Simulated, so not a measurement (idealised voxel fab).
The document below concerns the process module designated voxel released beams.
Square cell edge 5 nm, section width 210 nm, ID cut.
Think of the cross-section as a grid of square cells. We describe it in bands, top to bottom, and each band covers one or more rows of those cells.
A band entry consists of two parts. The first gives the height of the band's top and the height of its bottom, in nm. The rest lists the band's materials from left to right, each with its width in nm. A single material labelled with the word "full width" fills the band from edge to edge, and the word "empty" marks empty space.
A quick word on heights: they are counted from 0, and under that level the wafer as it came to us is one material throughout. The lowest band is different from the rest in having no bottom; it simply continues downward, written as in "z 0 and below".
A width given as "30 to 40" starts at the first number in the band's top row and ends at the second number in its bottom row, shifting by an equal amount at every step from row to row.
"no alterations made" (step): cross-section cells unchanged, all of them.
"Cavities, sealed" lists enclosed empty spaces (at least 8 cells, no open path upward to the top), each as width x height at distance from the left edge, in nm.
Formally, on a step line, whatever follows the settings is a remark that the simulator itself makes on the step.
The optional step-line setting "overlay nm" applies to steps with a mask and quantifies how far to the right of its planned location the mask lay, a negative value indicating leftward placement.

**The process steps that were planned are listed below**
1. RECEIVE, material Si
2. CONFORMAL_DEP, material Al2O3, thk nm 10
3. DIRECTIONAL_DEP, material SiO2, thk nm 15
4. MASKED_ETCH, tone open, mask id ANCHOR, width nm 40, etch materials SiO2, depth nm 15, overlay nm 0
5. CONFORMAL_DEP, material SiN, thk nm 15
6. MASKED_ETCH, tone cover, mask id BEAM, width nm 125, etch materials SiN, depth nm 15, overlay nm 0
7. STRIP, etch materials SiO2

**Account of the first of two wafers, which was processed as intended**

**Wafer as received: cross-section following step 1**
    z 0 and below | Si full width
    Cavities, sealed: none

**How the wafer stands in section after step 2**
    z 10 to 0 | Al2O3 full width
    Below 0, the layers are the same as they were.

**How the wafer stands in section after step 3**
    z 25 to 10 | SiO2 full width
    Below 10, the layers are the same as they were.

**How the wafer stands in section after step 4**
    z 25 to 10 | 45 SiO2, then 40 empty, then 125 SiO2
    Below 10, the layers are the same as they were.

**How the wafer stands in section after step 5**
    z 40 to 25 | 60 SiN, then 10 empty, then 140 SiN
    z 25 to 10 | 45 SiO2, then 40 SiN, then 125 SiO2
    Below 10, the layers are the same as they were.

**How the wafer stands in section after step 6**
    z 40 to 25 | 40 empty, then 20 SiN, then 10 empty, then 95 SiN, then 45 empty
    Below 25, the layers are the same as they were.

**How the wafer stands in section after step 7**
    z 40 to 25 | 40 empty, then 20 SiN, then 10 empty, then 95 SiN, then 45 empty
    z 25 to 10 | 45 empty, then 40 SiN, then 125 empty
    Below 10, the layers are the same as they were.

**Second wafer - shared start and plan with the first - one error in running - same as the first up to step 3 inclusive**

**Cross-sectional representation of the second wafer at the time designated in the plan for the completion of step 4**
    z 25 to 10 | 40 SiO2, then 50 empty, then 120 SiO2
    Below 10, the layers are the same as they were.

**Cross-sectional representation of the second wafer at the time designated in the plan for the completion of step 5**
    z 40 to 25 | 55 SiN, then 20 empty, then 135 SiN
    z 25 to 10 | 40 SiO2, then 50 SiN, then 120 SiO2
    Below 10, the layers are the same as they were.

**Cross-sectional representation of the second wafer at the time designated in the plan for the completion of step 6**
    z 40 to 25 | 40 empty, then 15 SiN, then 20 empty, then 90 SiN, then 45 empty
    Below 25, the layers are the same as they were.

**Cross-sectional representation of the second wafer at the time designated in the plan for the completion of step 7**
    z 40 to 25 | 40 empty, then 15 SiN, then 20 empty, then 90 SiN, then 45 empty
    z 25 to 10 | 40 empty, then 50 SiN, then 120 empty
    Below 10, the layers are the same as they were.
Nonconformance to the process plan: step 4 deviated from plan and actually ran as MASKED_ETCH, tone open, mask id ANCHOR, width nm 50, etch materials SiO2, depth nm 15, overlay nm 0
Final state: per-material cell counts identical on both wafers; locations differ.
